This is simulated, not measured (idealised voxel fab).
This is a process module. Its name is voxel ribs on slabs.
Displayed cross-section: cut, width of 255 nm, square cells sized 5 nm.
In what follows, cross-sections appear as grids of square cells, described through bands that run from the top down, where every band is one or more rows of cells.
Each band's line starts with the height of the band's top and of its bottom, in nm. Then come its materials from left to right, each with its width in nm. One material with "throughout" fills the band from edge to edge. "air" is empty space.
Heights are expressed relative to 0, this being the level below which the as-received wafer comprises one material exclusively. The lowest band is unbounded in the downward direction and is denoted as in "z 0 and below".
A width given as "30->40" starts at the first number in the band's top row and ends at the second number in its bottom row, shifting by an equal amount at every step from row to row.
Step note "no modification" = no cross-section cell changed.
The list in "Enclosed void listing" covers empty spaces of 8 cells or more that cannot reach the top through any open way, and it gives each as width x height at distance; the distance is from the left edge, and width, height and distance are in nm.
Read whatever lies past the settings on a step's line as the simulator's own remark about the step.
The line of a step may include "overlay nm". On a step with a mask, this value is how far to the right of its planned place the mask lay. A negative value means the mask lay to the left.

**Process steps foreseen in the plan**
1 op RECEIVE | material Si
2 op DIRECTIONAL_DEP | material SiO2 | thk nm 20
3 op DIRECTIONAL_DEP | material polySi | thk nm 15
4 op MASKED_ETCH | tone cover | mask id RIB | width nm 20 | etch materials polySi | depth nm 5 | overlay nm 0
5 op DIRECTIONAL_DEP | material aC | thk nm 15
6 op PATTERN | tone cover | mask id SLAB | material resist | width nm 70 | thk nm 30 | overlay nm 0
7 op DIRECTIONAL_ETCH | etch materials aC | depth nm 15
8 op STRIP | etch materials resist
9 op DIRECTIONAL_ETCH | etch materials polySi | depth nm 10
10 op STRIP | etch materials aC
11 op FILL_DEP | material SiO2 | thk nm 20
12 op CMP | height nm 45
13 op DIRECTIONAL_DEP | material W | thk nm 5
14 op MASKED_ETCH | tone cover | mask id HEATER | width nm 30 | etch materials W | depth nm 5 | overlay nm 0
15 op CONFORMAL_DEP | material SiN | thk nm 5

**Received-state cross-section, reflecting completion of step 1**
  z 0 and below | Si throughout
  Enclosed void listing: none

**As-planned run: cross-section of the first of two wafers at end of module**
  z 55 to 50 | air 105 nm; SiN 40 nm; air 110 nm
  z 50 to 45 | SiN 110 nm; W 30 nm; SiN 115 nm
  z 45 to 35 | SiO2 throughout
  z 35 to 30 | SiO2 115 nm; polySi 20 nm; SiO2 120 nm
  z 30 to 20 | SiO2 90 nm; polySi 70 nm; SiO2 95 nm
  z 20 to 0 | SiO2 throughout
  z 0 and below | Si throughout
  Enclosed void listing: none

**Second of two wafers, module complete, sectioned: it shares the first wafer's start and plan but was run with one mistake**
  z 55 to 50 | air 105 nm; SiN 40 nm; air 110 nm
  z 50 to 45 | SiN 110 nm; W 30 nm; SiN 115 nm
  z 45 to 35 | SiO2 90 nm; polySi 70 nm; SiO2 95 nm
  z 35 to 20 | polySi throughout
  z 20 to 0 | SiO2 throughout
  z 0 and below | Si throughout
  Enclosed void listing: none
What broke from the plan during processing? step 3 of the plan was performed twice
Looking at both finished wafers in cells, the second ends up ahead of or behind the first on some materials: 149 fewer of SiO2, 149 more of polySi
